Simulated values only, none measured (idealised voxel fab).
process module | voxel capacitor over wiring
cross-section cut | 275 nm wide | cells 5 nm
A cross-section is a grid of square cells, given in bands from the top down. A band is one or more rows of cells.
Each band's line starts with the height of the band's top and of its bottom, in nm. Then come its materials from left to right, each with its width in nm. One material with "throughout" fills the band from edge to edge. "air" is empty space.
Height 0 is the level under which the wafer as received is all one material. The lowest band goes on downwards, as in "0 down".
A width such as "30 to 40" changes by the same amount from each row of cells to the next, from the band's top row to its bottom row.
"no change" after a step means that no cell of the cross-section changed.
closed voids: empty space of 8 cells or more with no open way to the top, each as width x height at its distance from the left edge, in nm
after a step's settings: what the simulator itself notes on the step
overlay nm, on a step with a mask: how far to the right of its planned place the mask lay; to the left if negative
plan
1 op RECEIVE | material Si
2 op CONFORMAL_DEP | material SiO2 | thk nm 15
3 op DIRECTIONAL_DEP | material TiN | thk nm 5
4 op DIRECTIONAL_DEP | material W | thk nm 15
5 op MASKED_ETCH | tone cover | mask id METAL_1 | width nm 30 | pitch nm 100 | etch materials W | depth nm 15 | overlay nm 0
6 op MASKED_ETCH | tone cover | mask id METAL_1 | width nm 30 | pitch nm 100 | etch materials TiN | depth nm 5 | overlay nm 0
7 op FILL_DEP | material SiO2 | thk nm 10
8 op CMP | height nm 35
9 op CONFORMAL_DEP | material SiCN | thk nm 5
10 op DIRECTIONAL_DEP | material lowk | thk nm 10
11 op PATTERN | tone open | mask id PLUG_1 | material resist | width nm 15 | thk nm 15 | overlay nm 0
12 op DIRECTIONAL_ETCH | etch materials lowk | depth nm 10
13 op DIRECTIONAL_ETCH | etch materials SiCN | depth nm 5
14 op STRIP | etch materials resist
15 op EPI | material Ru | thk nm 10
16 op EPI | material Ru | thk nm 5
17 op DIRECTIONAL_DEP | material TiN | thk nm 10
18 op DIRECTIONAL_DEP | material SiN | thk nm 5
19 op DIRECTIONAL_DEP | material TiN | thk nm 5
20 op DIRECTIONAL_DEP | material aC | thk nm 10
21 op PATTERN | tone cover | mask id UPPER_PLATE | material resist | width nm 75 | thk nm 25 | overlay nm 0
22 op DIRECTIONAL_ETCH | etch materials aC | depth nm 10
23 op STRIP | etch materials resist
24 op DIRECTIONAL_ETCH | etch materials TiN | depth nm 5
25 op DIRECTIONAL_ETCH | etch materials SiN | depth nm 5
26 op STRIP | etch materials aC
27 op MASKED_ETCH | tone cover | mask id LOWER_PLATE | width nm 85 | etch materials TiN | depth nm 10 | overlay nm 0
28 op FILL_DEP | material SiO2 | thk nm 20
29 op CMP | height nm 85
30 op MASKED_ETCH | tone open | mask id PLUG_2 | width nm 15 | etch materials SiO2 | depth nm 15 | overlay nm 0
31 op CONFORMAL_DEP | material TiN | thk nm 5
32 op FILL_DEP | material Ru | thk nm 5
33 op CMP | height nm 85
34 op CONFORMAL_DEP | material SiN | thk nm 5
first wafer, as planned
as received, after step 1
  0 down: Si throughout
  closed voids: none
after step 2
  15 to 0: SiO2 throughout
  below 0: unchanged
after step 3
  20 to 15: TiN throughout
  below 15: unchanged
after step 4
  35 to 20: W throughout
  below 20: unchanged
after step 5
  35 to 20: air 70 | W 30 | air 70 | W 30 | air 75
  below 20: unchanged
after step 6
  35 to 20: air 70 | W 30 | air 70 | W 30 | air 75
  20 to 15: air 70 | TiN 30 | air 70 | TiN 30 | air 75
  below 15: unchanged
after step 7
  45 to 35: SiO2 throughout
  35 to 20: SiO2 70 | W 30 | SiO2 70 | W 30 | SiO2 75
  20 to 15: SiO2 70 | TiN 30 | SiO2 70 | TiN 30 | SiO2 75
  below 15: unchanged
after step 8
  35 to 20: SiO2 70 | W 30 | SiO2 70 | W 30 | SiO2 75
  below 20: unchanged
after step 9
  40 to 35: SiCN throughout
  below 35: unchanged
after step 10
  50 to 40: lowk throughout
  below 40: unchanged
after step 11
  65 to 50: resist 85 | air 15 | resist 175
  below 50: unchanged
after step 12
  65 to 50: resist 85 | air 15 | resist 175
  50 to 40: lowk 85 | air 15 | lowk 175
  below 40: unchanged
after step 13
  65 to 50: resist 85 | air 15 | resist 175
  50 to 40: lowk 85 | air 15 | lowk 175
  40 to 35: SiCN 85 | air 15 | SiCN 175
  below 35: unchanged
after step 14
  50 to 40: lowk 85 | air 15 | lowk 175
  below 40: unchanged
after step 15
  50 to 45: lowk 85 | air 15 | lowk 175
  45 to 40: lowk 85 | Ru 15 | lowk 175
  40 to 35: SiCN 85 | Ru 15 | SiCN 175
  below 35: unchanged
after step 16
  50 to 40: lowk 85 | Ru 15 | lowk 175
  below 40: unchanged
after step 17
  60 to 50: TiN throughout
  below 50: unchanged
after step 18
  65 to 60: SiN throughout
  below 60: unchanged
after step 19
  70 to 65: TiN throughout
  below 65: unchanged
after step 20
  80 to 70: aC throughout
  below 70: unchanged
after step 21
  105 to 80: air 85 | resist 75 | air 115
  below 80: unchanged
after step 22
  95 to 80: air 85 | resist 75 | air 115
  80 to 70: air 85 | aC 75 | air 115
  below 70: unchanged
after step 23
  80 to 70: air 85 | aC 75 | air 115
  below 70: unchanged
after step 24
  80 to 70: air 85 | aC 75 | air 115
  70 to 65: air 85 | TiN 75 | air 115
  below 65: unchanged
after step 25
  80 to 70: air 85 | aC 75 | air 115
  70 to 65: air 85 | TiN 75 | air 115
  65 to 60: air 85 | SiN 75 | air 115
  below 60: unchanged
after step 26
  70 to 65: air 85 | TiN 75 | air 115
  below 65: unchanged
after step 27
  70 to 65: air 85 | TiN 75 | air 115
  65 to 60: air 85 | SiN 75 | air 115
  60 to 50: air 80 | TiN 85 | air 110
  below 50: unchanged
after step 28
  90 to 70: SiO2 throughout
  70 to 65: SiO2 85 | TiN 75 | SiO2 115
  65 to 60: SiO2 85 | SiN 75 | SiO2 115
  60 to 50: SiO2 80 | TiN 85 | SiO2 110
  below 50: unchanged
after step 29
  85 to 70: SiO2 throughout
  below 70: unchanged
after step 30
  85 to 70: SiO2 95 | air 15 | SiO2 165
  below 70: unchanged
after step 31
  90 to 85: TiN 100 | air 5 | TiN 170
  85 to 75: SiO2 95 | TiN 5 | air 5 | TiN 5 | SiO2 165
  75 to 65: SiO2 95 to 85 | TiN 15 to 75 | SiO2 165 to 115
  below 65: unchanged
after step 32
  95 to 90: Ru throughout
  90 to 85: TiN 100 | Ru 5 | TiN 170
  85 to 75: SiO2 95 | TiN 5 | Ru 5 | TiN 5 | SiO2 165
  below 75: unchanged
after step 33
  85 to 75: SiO2 95 | TiN 5 | Ru 5 | TiN 5 | SiO2 165
  below 75: unchanged
after step 34
  90 to 85: SiN throughout
  below 85: unchanged
second wafer: like start, like plan, one mistake. Through step 8 it matches the first wafer
when step 9 should have ended
  50 to 35: SiCN throughout
  below 35: unchanged
when step 10 should have ended
  60 to 50: lowk throughout
  below 50: unchanged
when step 11 should have ended
  75 to 60: resist 85 | air 15 | resist 175
  below 60: unchanged
when step 12 should have ended
  75 to 60: resist 85 | air 15 | resist 175
  60 to 50: lowk 85 | air 15 | lowk 175
  below 50: unchanged
when step 13 should have ended
  75 to 60: resist 85 | air 15 | resist 175
  60 to 50: lowk 85 | air 15 | lowk 175
  50 to 45: SiCN 85 | air 15 | SiCN 175
  below 45: unchanged
when step 14 should have ended
  60 to 50: lowk 85 | air 15 | lowk 175
  below 50: unchanged
when step 15 should have ended: no change
when step 16 should have ended: no change
when step 17 should have ended
  70 to 60: TiN 85 | air 15 | TiN 175
  60 to 55: lowk 85 | air 15 | lowk 175
  55 to 50: lowk 85 | TiN 15 | lowk 175
  50 to 45: SiCN 85 | TiN 15 | SiCN 175
  below 45: unchanged
when step 18 should have ended
  75 to 70: SiN 85 | air 15 | SiN 175
  70 to 60: TiN 85 | air 15 | TiN 175
  60 to 55: lowk 85 | SiN 15 | lowk 175
  below 55: unchanged
when step 19 should have ended
  80 to 75: TiN 85 | air 15 | TiN 175
  75 to 70: SiN 85 | air 15 | SiN 175
  70 to 65: TiN 85 | air 15 | TiN 175
  65 to 60: TiN throughout
  below 60: unchanged
when step 20 should have ended
  90 to 80: aC 85 | air 15 | aC 175
  80 to 75: TiN 85 | air 15 | TiN 175
  75 to 70: SiN 85 | aC 15 | SiN 175
  70 to 65: TiN 85 | aC 15 | TiN 175
  below 65: unchanged
when step 21 should have ended
  115 to 90: air 85 | resist 75 | air 115
  90 to 80: aC 85 | resist 15 | aC 175
  80 to 75: TiN 85 | resist 15 | TiN 175
  below 75: unchanged
when step 22 should have ended
  105 to 90: air 85 | resist 75 | air 115
  90 to 80: air 85 | resist 15 | aC 60 | air 115
  below 80: unchanged
when step 23 should have ended
  90 to 80: air 100 | aC 60 | air 115
  80 to 75: TiN 85 | air 15 | TiN 175
  below 75: unchanged
when step 24 should have ended
  90 to 80: air 100 | aC 60 | air 115
  80 to 75: air 100 | TiN 60 | air 115
  below 75: unchanged
when step 25 should have ended
  90 to 80: air 100 | aC 60 | air 115
  80 to 75: air 100 | TiN 60 | air 115
  75 to 70: air 85 | aC 15 | SiN 60 | air 115
  below 70: unchanged
when step 26 should have ended
  80 to 75: air 100 | TiN 60 | air 115
  75 to 70: air 100 | SiN 60 | air 115
  70 to 65: TiN 85 | air 15 | TiN 175
  below 65: unchanged
when step 27 should have ended
  80 to 75: air 100 | TiN 60 | air 115
  75 to 70: air 100 | SiN 60 | air 115
  70 to 65: air 80 | TiN 5 | air 15 | TiN 65 | air 110
  65 to 60: air 80 | TiN 85 | air 110
  below 60: unchanged
when step 28 should have ended
  100 to 80: SiO2 throughout
  80 to 75: SiO2 100 | TiN 60 | SiO2 115
  75 to 70: SiO2 100 | SiN 60 | SiO2 115
  70 to 65: SiO2 80 | TiN 5 | SiO2 15 | TiN 65 | SiO2 110
  65 to 60: SiO2 80 | TiN 85 | SiO2 110
  below 60: unchanged
when step 29 should have ended
  85 to 80: SiO2 throughout
  below 80: unchanged
when step 30 should have ended
  85 to 80: SiO2 95 | air 15 | SiO2 165
  80 to 75: SiO2 95 | air 5 | TiN 60 | SiO2 115
  75 to 70: SiO2 95 | air 5 | SiN 60 | SiO2 115
  below 70: unchanged
when step 31 should have ended
  90 to 85: TiN 100 | air 5 | TiN 170
  85 to 75: SiO2 95 | TiN 15 to 65 | SiO2 165 to 115
  75 to 70: SiO2 95 | TiN 5 | SiN 60 | SiO2 115
  below 70: unchanged
when step 32 should have ended
  95 to 90: Ru throughout
  90 to 85: TiN 100 | Ru 5 | TiN 170
  below 85: unchanged
when step 33 should have ended
  85 to 75: SiO2 95 | TiN 15 to 65 | SiO2 165 to 115
  below 75: unchanged
when step 34 should have ended
  90 to 85: SiN throughout
  below 85: unchanged
what went wrong: step 9 ran as: op CONFORMAL_DEP | material SiCN | thk nm 15
at the end the second wafer has, in cells: 11 fewer of Ru | 110 more of SiCN | 97 fewer of SiO2 | 2 fewer of TiN
